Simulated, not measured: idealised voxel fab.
Presented below is a process module, voxel air gaps.
In the cross-section labelled cut, the width is 215 nm and each square cell is 5 nm.
Cross-section format: a grid of square cells, given as bands from top to bottom; each band is one or more rows of cells.
It is stipulated that each band's entry specify, in nanometres, the height of the top of the band and then that of its bottom, followed by the materials of the band in left-to-right sequence, each together with its width in nanometres. A single material marked by the word "full width" is understood to fill the band from edge to edge; the word "blank" is understood to denote empty space.
Convention: height 0 is the level below which the wafer, as received, is all one material. The lowest band does not terminate at the bottom but continues downward, represented as "top 0, no bottom".
The width entry "30..40" should be interpreted row by row: the top row of cells in the band takes the first number, the bottom row takes the second number, and the change between adjacent rows is uniform throughout.
Where a step carries "no change occurred", the cross-section came out of it unchanged, cell for cell.
Each empty space that has no open way to the top and spans at least 8 cells appears under "Cavities, closed" as width x height at distance, the distance counted from the left edge, all in nm.
Past the settings on a step's line: simulator remark, on that step.
overlay nm: on a step with a mask, how far right of its planned place the mask lay; negative means left.
Process steps (planned)
| 1 | RECEIVE,material Si |
| 2 | CONFORMAL_DEP,material SiO2,thk nm 15 |
| 3 | CONFORMAL_DEP,material SiCN,thk nm 5 |
| 4 | DIRECTIONAL_DEP,material SiO2,thk nm 30 |
| 5 | PATTERN,tone open,mask id LINES,material resist,width nm 15,pitch nm 45,thk nm 20,overlay nm 0 |
| 6 | DIRECTIONAL_ETCH,etch materials SiO2,depth nm 30 |
| 7 | STRIP,etch materials resist |
| 8 | CONFORMAL_DEP,material TiN,thk nm 5 |
| 9 | FILL_DEP,material W,thk nm 5 |
| 10 | CMP,height nm 50 |
| 11 | EPI,material Ru,thk nm 10 |
| 12 | SELECTIVE_ETCH,etch materials SiO2,depth nm 40 |
| 13 | CONFORMAL_DEP,material SiCN,thk nm 5 |
First of the two wafers, run per plan
as received, after step 1
* top 0, no bottom: Si full width
* Cavities, closed: none
The wafer in cross-section once step 2 is complete
* top 15, bottom 0: SiO2 full width
* Unchanged below 0.
The wafer in cross-section once step 3 is complete
* top 20, bottom 15: SiCN full width
* Unchanged below 15.
The wafer in cross-section once step 4 is complete
* top 50, bottom 20: SiO2 full width
* Unchanged below 20.
The wafer in cross-section once step 5 is complete
* top 70, bottom 50: resist (30); blank (15); resist (30); blank (15); resist (30); blank (15); resist (30); blank (15); resist (35)
* Unchanged below 50.
The wafer in cross-section once step 6 is complete
* top 70, bottom 50: resist (30); blank (15); resist (30); blank (15); resist (30); blank (15); resist (30); blank (15); resist (35)
* top 50, bottom 20: SiO2 (30); blank (15); SiO2 (30); blank (15); SiO2 (30); blank (15); SiO2 (30); blank (15); SiO2 (35)
* Unchanged below 20.
The wafer in cross-section once step 7 is complete
* top 50, bottom 20: SiO2 (30); blank (15); SiO2 (30); blank (15); SiO2 (30); blank (15); SiO2 (30); blank (15); SiO2 (35)
* Unchanged below 20.
The wafer in cross-section once step 8 is complete
* top 55, bottom 50: TiN (35); blank (5); TiN (40); blank (5); TiN (40); blank (5); TiN (40); blank (5); TiN (40)
* top 50, bottom 25: SiO2 (30); TiN (5); blank (5); TiN (5); SiO2 (30); TiN (5); blank (5); TiN (5); SiO2 (30); TiN (5); blank (5); TiN (5); SiO2 (30); TiN (5); blank (5); TiN (5); SiO2 (35)
* top 25, bottom 20: SiO2 (30); TiN (15); SiO2 (30); TiN (15); SiO2 (30); TiN (15); SiO2 (30); TiN (15); SiO2 (35)
* Unchanged below 20.
The wafer in cross-section once step 9 is complete
* top 60, bottom 55: W full width
* top 55, bottom 50: TiN (35); W (5); TiN (40); W (5); TiN (40); W (5); TiN (40); W (5); TiN (40)
* top 50, bottom 25: SiO2 (30); TiN (5); W (5); TiN (5); SiO2 (30); TiN (5); W (5); TiN (5); SiO2 (30); TiN (5); W (5); TiN (5); SiO2 (30); TiN (5); W (5); TiN (5); SiO2 (35)
* Unchanged below 25.
The wafer in cross-section once step 10 is complete
* top 50, bottom 25: SiO2 (30); TiN (5); W (5); TiN (5); SiO2 (30); TiN (5); W (5); TiN (5); SiO2 (30); TiN (5); W (5); TiN (5); SiO2 (30); TiN (5); W (5); TiN (5); SiO2 (35)
* Unchanged below 25.
The wafer in cross-section once step 11 is complete
* top 60, bottom 50: blank (20); Ru (35); blank (10); Ru (35); blank (10); Ru (35); blank (10); Ru (35); blank (25)
* Unchanged below 50.
The wafer in cross-section once step 12 is complete
* top 60, bottom 50: blank (20); Ru (35); blank (10); Ru (35); blank (10); Ru (35); blank (10); Ru (35); blank (25)
* top 50, bottom 25: blank (30); TiN (5); W (5); TiN (5); blank (30); TiN (5); W (5); TiN (5); blank (30); TiN (5); W (5); TiN (5); blank (30); TiN (5); W (5); TiN (5); blank (35)
* top 25, bottom 20: blank (30); TiN (15); blank (30); TiN (15); blank (30); TiN (15); blank (30); TiN (15); blank (35)
* Unchanged below 20.
The wafer in cross-section once step 13 is complete
* top 65, bottom 60: blank (15); SiCN (180); blank (20)
* top 60, bottom 50: blank (15); SiCN (5); Ru (35); SiCN (10); Ru (35); SiCN (10); Ru (35); SiCN (10); Ru (35); SiCN (5); blank (20)
* top 50, bottom 45: blank (15); SiCN (15); TiN (5); W (5); TiN (5); SiCN (30); TiN (5); W (5); TiN (5); SiCN (30); TiN (5); W (5); TiN (5); SiCN (30); TiN (5); W (5); TiN (5); SiCN (15); blank (20)
* top 45, bottom 25: blank (25); SiCN (5); TiN (5); W (5); TiN (5); SiCN (5); blank (20); SiCN (5); TiN (5); W (5); TiN (5); SiCN (5); blank (20); SiCN (5); TiN (5); W (5); TiN (5); SiCN (5); blank (20); SiCN (5); TiN (5); W (5); TiN (5); SiCN (5); blank (30)
* top 25, bottom 20: SiCN (30); TiN (15); SiCN (30); TiN (15); SiCN (30); TiN (15); SiCN (30); TiN (15); SiCN (35)
* Unchanged below 20.
* Cavities, closed: 20 x 20 at 50; 20 x 20 at 95; 20 x 20 at 140
Second wafer, same starting conditions and recipe as the first, one mistake in executing it, nothing differs from the first up to and including step 2
Look at the second wafer in cross-section at the time step 3 ought to have finished: no change occurred
Look at the second wafer in cross-section at the time step 4 ought to have finished
* top 45, bottom 0: SiO2 full width
* Unchanged below 0.
Look at the second wafer in cross-section at the time step 5 ought to have finished
* top 65, bottom 45: resist (30); blank (15); resist (30); blank (15); resist (30); blank (15); resist (30); blank (15); resist (35)
* Unchanged below 45.
Look at the second wafer in cross-section at the time step 6 ought to have finished
* top 65, bottom 45: resist (30); blank (15); resist (30); blank (15); resist (30); blank (15); resist (30); blank (15); resist (35)
* top 45, bottom 15: SiO2 (30); blank (15); SiO2 (30); blank (15); SiO2 (30); blank (15); SiO2 (30); blank (15); SiO2 (35)
* Unchanged below 15.
Look at the second wafer in cross-section at the time step 7 ought to have finished
* top 45, bottom 15: SiO2 (30); blank (15); SiO2 (30); blank (15); SiO2 (30); blank (15); SiO2 (30); blank (15); SiO2 (35)
* Unchanged below 15.
Look at the second wafer in cross-section at the time step 8 ought to have finished
* top 50, bottom 45: TiN (35); blank (5); TiN (40); blank (5); TiN (40); blank (5); TiN (40); blank (5); TiN (40)
* top 45, bottom 20: SiO2 (30); TiN (5); blank (5); TiN (5); SiO2 (30); TiN (5); blank (5); TiN (5); SiO2 (30); TiN (5); blank (5); TiN (5); SiO2 (30); TiN (5); blank (5); TiN (5); SiO2 (35)
* top 20, bottom 15: SiO2 (30); TiN (15); SiO2 (30); TiN (15); SiO2 (30); TiN (15); SiO2 (30); TiN (15); SiO2 (35)
* Unchanged below 15.
Look at the second wafer in cross-section at the time step 9 ought to have finished
* top 55, bottom 50: W full width
* top 50, bottom 45: TiN (35); W (5); TiN (40); W (5); TiN (40); W (5); TiN (40); W (5); TiN (40)
* top 45, bottom 20: SiO2 (30); TiN (5); W (5); TiN (5); SiO2 (30); TiN (5); W (5); TiN (5); SiO2 (30); TiN (5); W (5); TiN (5); SiO2 (30); TiN (5); W (5); TiN (5); SiO2 (35)
* Unchanged below 20.
Look at the second wafer in cross-section at the time step 10 ought to have finished
* top 50, bottom 45: TiN (35); W (5); TiN (40); W (5); TiN (40); W (5); TiN (40); W (5); TiN (40)
* Unchanged below 45.
Look at the second wafer in cross-section at the time step 11 ought to have finished
* top 60, bottom 50: Ru full width
* Unchanged below 50.
Look at the second wafer in cross-section at the time step 12 ought to have finished: no change occurred
Look at the second wafer in cross-section at the time step 13 ought to have finished
* top 65, bottom 60: SiCN full width
* Unchanged below 60.
What was done differently from what was planned? plan step 3 never ran because it was skipped
Wrapping up, a cell-based count of both wafers puts the second over or under the first for these materials: 30 more of Ru; 139 fewer of SiCN; 186 more of SiO2; 39 more of TiN; 4 more of W
First wafer closed voids (final) = 3; second wafer closed voids (final) = 0.
